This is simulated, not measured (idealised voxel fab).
Herein follows the process module entitled voxel lift off.
For reference, the cross-section in this document is cut, with width 295 nm and square cells of 5 nm.
Cross-section spec: square-cell grid; bands listed top down; each band is one or more rows. In this notation a band is specified by the heights of its top and bottom, in that order and in nm, after which its materials appear from left to right, each paired with its width in nm. The word "everywhere" attached to a single material means that material fills the band from edge to edge; the word "blank" stands for empty space. Heights are reckoned from 0. Under this level, the received wafer is all of one material. The bottommost band is open-ended downward, for example "0 down". With a width like "30..40", each row of cells in the band differs from the next by the same amount, the top row carrying the first number and the bottom row the second. Given "everything unchanged" for a step, no cell of the cross-section differs between before and after that step. "Enclosed void inventory" enumerates empty spaces isolated from the top, with no open way to it, that contain at least 8 cells, giving each as width x height at distance from the left edge, all three in nm. On each step's line, the part that comes after the settings is the simulator's own comment on the step. Steps that use a mask can have "overlay nm" on their line. It says how far the mask sat to the right of where it was meant to be. Negative means to the left.

-- The steps planned for the process are as follows
1. RECEIVE with material Si
2. CONFORMAL_DEP with material SiN, thk nm 15
3. PATTERN with tone open, mask id LINES, material resist, width nm 20, pitch nm 35, thk nm 30, overlay nm 0
4. DIRECTIONAL_DEP with material Ru, thk nm 15
5. STRIP with etch materials resist
6. CONFORMAL_DEP with material SiN, thk nm 5

-- So this is the incoming wafer in cross-section - it's already been through step 1
  0 down  Si everywhere
  Enclosed void inventory: none

-- Same starting wafer, same plan as above, one mistake in the execution; this is the cross-section at the end of the module
  35 to 30  125 of SiN, then 10 of blank, then 25 of SiN, then 10 of blank, then 125 of SiN
  30 to 20  120 of Ru, then 5 of SiN, then 10 of blank, then 5 of SiN, then 15 of Ru, then 5 of SiN, then 10 of blank, then 5 of SiN, then 120 of Ru
  20 to 15  120 of Ru, then 20 of SiN, then 15 of Ru, then 20 of SiN, then 120 of Ru
  15 to 0  SiN everywhere
  0 down  Si everywhere
  Enclosed void inventory: none
What broke from the plan during processing? step 3 deviated from plan and actually ran as PATTERN with tone cover, mask id LINES, material resist, width nm 20, pitch nm 35, thk nm 30, overlay nm 0
